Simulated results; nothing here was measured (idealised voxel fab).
process module | voxel transistor to metal
cross-section cut | 170 nm wide | cells 5 nm
A cross-section is a grid of square cells, given in bands from the top down. A band is one or more rows of cells.
Each band's line starts with the height of the band's top and of its bottom, in nm. Then come its materials from left to right, each with its width in nm. One material with "throughout" fills the band from edge to edge. "air" is empty space.
Height 0 is the level under which the wafer as received is all one material. The lowest band goes on downwards, as in "0 down".
A width such as "30 to 40" changes by the same amount from each row of cells to the next, from the band's top row to its bottom row.
"no change" after a step means that no cell of the cross-section changed.
closed voids: empty space of 8 cells or more with no open way to the top, each as width x height at its distance from the left edge, in nm
after a step's settings: what the simulator itself notes on the step
overlay nm, on a step with a mask: how far to the right of its planned place the mask lay; to the left if negative
plan
1 op RECEIVE | material Si
2 op CONFORMAL_DEP | material SiO2 | thk nm 5
3 op CONFORMAL_DEP | material SiN | thk nm 15
4 op DIRECTIONAL_DEP | material aC | thk nm 15
5 op PATTERN | tone cover | mask id ACTIVE | material resist | width nm 125 | thk nm 30 | overlay nm 0
6 op DIRECTIONAL_ETCH | etch materials aC | depth nm 15
7 op STRIP | etch materials resist
8 op DIRECTIONAL_ETCH | etch materials SiN | depth nm 15
9 op DIRECTIONAL_ETCH | etch materials SiO2 | depth nm 5
10 op DIRECTIONAL_ETCH | etch materials Si | depth nm 30
11 op STRIP | etch materials aC
12 op FILL_DEP | material SiO2 | thk nm 5
13 op CMP | height nm 20
14 op SELECTIVE_ETCH | etch materials SiO2 | depth nm 10
15 op STRIP | etch materials SiN
16 op SELECTIVE_ETCH | etch materials SiO2 | depth nm 5
17 op OXIDIZE | depth nm 5
18 op DIRECTIONAL_DEP | material polySi | thk nm 30
19 op DIRECTIONAL_DEP | material SiCN | thk nm 10
20 op PATTERN | tone cover | mask id GATE | material resist | width nm 25 | thk nm 20 | overlay nm 0
21 op DIRECTIONAL_ETCH | etch materials SiCN | depth nm 20
22 op DIRECTIONAL_ETCH | etch materials polySi | depth nm 40
23 op STRIP | etch materials resist
24 op CONFORMAL_DEP | material SiO2 | thk nm 5
25 op DIRECTIONAL_ETCH | etch materials SiO2 | depth nm 5
26 op CONFORMAL_DEP | material SiN | thk nm 5
27 op DIRECTIONAL_ETCH | etch materials SiN | depth nm 5
28 op DIRECTIONAL_ETCH | etch materials SiO2 | depth nm 5
29 op DIRECTIONAL_ETCH | etch materials Si | depth nm 15
30 op EPI | material SiGe | thk nm 20
31 op FILL_DEP | material SiO2 | thk nm 5
32 op CMP | height nm 30
33 op STRIP | etch materials polySi
34 op SELECTIVE_ETCH | etch materials SiO2 | depth nm 5
35 op CONFORMAL_DEP | material HfO2 | thk nm 5
36 op CONFORMAL_DEP | material TiN | thk nm 5
37 op FILL_DEP | material W | thk nm 5
38 op CMP | height nm 25
39 op DIRECTIONAL_DEP | material SiO2 | thk nm 10
40 op PATTERN | tone open | mask id CONTACT | material resist | width nm 20 | pitch nm 85 | thk nm 20 | overlay nm 0
41 op DIRECTIONAL_ETCH | etch materials SiO2 | depth nm 20
42 op STRIP | etch materials resist
43 op CONFORMAL_DEP | material TiN | thk nm 5
44 op FILL_DEP | material W | thk nm 10
45 op CMP | height nm 35
46 op CONFORMAL_DEP | material SiCN | thk nm 5
47 op DIRECTIONAL_DEP | material lowk | thk nm 15
48 op DIRECTIONAL_DEP | material aC | thk nm 10
49 op PATTERN | tone open | mask id METAL_1 | material resist | width nm 20 | pitch nm 85 | thk nm 30 | overlay nm 0
50 op DIRECTIONAL_ETCH | etch materials aC | depth nm 10
51 op STRIP | etch materials resist
52 op DIRECTIONAL_ETCH | etch materials lowk | depth nm 15
53 op DIRECTIONAL_ETCH | etch materials SiCN | depth nm 5
54 op STRIP | etch materials aC
55 op CONFORMAL_DEP | material TiN | thk nm 5
56 op FILL_DEP | material Cu | thk nm 5
57 op CMP | height nm 55
58 op EPI | material Ru | thk nm 5
59 op FILL_DEP | material SiCN | thk nm 5
60 op DIRECTIONAL_DEP | material SiO2 | thk nm 25
61 op DIRECTIONAL_DEP | material aC | thk nm 10
62 op PATTERN | tone open | mask id METAL_2_HOLES | material resist | width nm 15 | pitch nm 85 | thk nm 30 | overlay nm 0
63 op DIRECTIONAL_ETCH | etch materials aC | depth nm 10
64 op STRIP | etch materials resist
65 op DIRECTIONAL_ETCH | etch materials SiO2 | depth nm 25
66 op STRIP | etch materials aC
67 op PATTERN | tone open | mask id METAL_2 | material resist | width nm 20 | pitch nm 85 | thk nm 15 | overlay nm 0
68 op DIRECTIONAL_ETCH | etch materials SiO2 | depth nm 15
69 op DIRECTIONAL_ETCH | etch materials SiCN | depth nm 5
70 op STRIP | etch materials resist
71 op CONFORMAL_DEP | material TiN | thk nm 5
72 op FILL_DEP | material Cu | thk nm 10
73 op CMP | height nm 90
74 op CONFORMAL_DEP | material SiN | thk nm 5
as received, after step 1
  0 down: Si throughout
  closed voids: none
first wafer at the end, as planned
  95 to 90: SiN throughout
  90 to 80: SiO2 30 | TiN 5 | Cu 10 | TiN 5 | SiO2 65 | TiN 5 | Cu 10 | TiN 5 | SiO2 35
  80 to 75: SiO2 30 | TiN 5 | Cu 5 | TiN 10 | SiO2 65 | TiN 5 | Cu 5 | TiN 10 | SiO2 35
  75 to 65: SiO2 30 | TiN 5 | Cu 5 | TiN 5 | SiO2 70 | TiN 5 | Cu 5 | TiN 5 | SiO2 40
  65 to 60: SiCN 30 | TiN 15 | SiCN 70 | TiN 15 | SiCN 40
  60 to 55: SiCN 25 | Ru 30 | SiCN 55 | Ru 30 | SiCN 30
  55 to 40: lowk 30 | TiN 5 | Cu 10 | TiN 5 | lowk 65 | TiN 5 | Cu 10 | TiN 5 | lowk 35
  40 to 35: SiCN 30 | TiN 20 | SiCN 65 | TiN 20 | SiCN 35
  35 to 25: SiO2 30 | TiN 5 | W 10 | TiN 5 | SiO2 65 | TiN 5 | W 10 | TiN 5 | SiO2 35
  25 to 20: SiO2 30 | TiN 5 | W 10 | TiN 5 | SiO2 10 | SiN 5 | HfO2 5 | TiN 5 | W 15 | TiN 5 | HfO2 5 | SiN 5 | SiO2 10 | TiN 5 | W 10 | TiN 5 | SiO2 35
  20 to 15: SiO2 30 | TiN 20 | SiO2 10 | SiN 5 | HfO2 5 | TiN 5 | W 15 | TiN 5 | HfO2 5 | SiN 5 | SiO2 10 | TiN 20 | SiO2 35
  15 to 5: SiO2 15 | SiGe 45 | SiN 5 | HfO2 5 | TiN 5 | W 15 | TiN 5 | HfO2 5 | SiN 5 | SiGe 45 | SiO2 20
  5 to 0: SiO2 15 | SiGe 5 | SiN 5 | SiGe 35 | SiN 5 | HfO2 5 | TiN 25 | HfO2 5 | SiN 5 | SiGe 35 | SiN 5 | SiGe 5 | SiO2 20
  0 to -5: SiO2 25 | SiGe 35 | SiO2 5 | HfO2 35 | SiO2 5 | SiGe 35 | SiO2 30
  -5 to -20: SiO2 20 | Si 5 | SiGe 35 | Si 45 | SiGe 35 | Si 5 | SiO2 25
  -20 to -30: SiO2 20 | Si 125 | SiO2 25
  -30 down: Si throughout
  closed voids: none
second wafer at the end: like start, like plan, one mistake
  95 to 90: SiN throughout
  90 to 80: SiO2 30 | TiN 5 | Cu 10 | TiN 5 | SiO2 65 | TiN 5 | Cu 10 | TiN 5 | SiO2 35
  80 to 75: SiO2 30 | TiN 5 | Cu 5 | TiN 10 | SiO2 65 | TiN 5 | Cu 5 | TiN 10 | SiO2 35
  75 to 65: SiO2 30 | TiN 5 | Cu 5 | TiN 5 | SiO2 70 | TiN 5 | Cu 5 | TiN 5 | SiO2 40
  65 to 60: SiCN 30 | TiN 15 | SiCN 70 | TiN 15 | SiCN 40
  60 to 55: SiCN 25 | Ru 30 | SiCN 55 | Ru 30 | SiCN 30
  55 to 40: lowk 30 | TiN 5 | Cu 10 | TiN 5 | lowk 65 | TiN 5 | Cu 10 | TiN 5 | lowk 35
  40 to 35: SiCN 30 | TiN 20 | SiCN 65 | TiN 20 | SiCN 35
  35 to 25: SiO2 30 | TiN 5 | W 10 | TiN 5 | SiO2 65 | TiN 5 | W 10 | TiN 5 | SiO2 35
  25 to 20: SiO2 30 | TiN 5 | W 10 | TiN 5 | SiO2 5 | SiN 5 | HfO2 5 | TiN 5 | W 15 | TiN 5 | HfO2 5 | SiN 5 | SiO2 15 | TiN 5 | W 10 | TiN 5 | SiO2 35
  20 to 15: SiO2 30 | TiN 20 | SiO2 5 | SiN 5 | HfO2 5 | TiN 5 | W 15 | TiN 5 | HfO2 5 | SiN 5 | SiO2 15 | TiN 20 | SiO2 35
  15 to 5: SiO2 15 | SiGe 40 | SiN 5 | HfO2 5 | TiN 5 | W 15 | TiN 5 | HfO2 5 | SiN 5 | SiGe 50 | SiO2 20
  5 to 0: SiO2 15 | SiGe 5 | SiN 5 | SiGe 30 | SiN 5 | HfO2 5 | TiN 25 | HfO2 5 | SiN 5 | SiGe 40 | SiN 5 | SiGe 5 | SiO2 20
  0 to -5: SiO2 25 | SiGe 30 | SiO2 5 | HfO2 35 | SiO2 5 | SiGe 40 | SiO2 30
  -5 to -20: SiO2 20 | Si 5 | SiGe 30 | Si 45 | SiGe 40 | Si 5 | SiO2 25
  -20 to -30: SiO2 20 | Si 125 | SiO2 25
  -30 down: Si throughout
  closed voids: none
what went wrong: step 20 ran as: op PATTERN | tone cover | mask id GATE | material resist | width nm 25 | thk nm 20 | overlay nm -5
at the end the second wafer has, in cells: as many of each material as the first, in other places
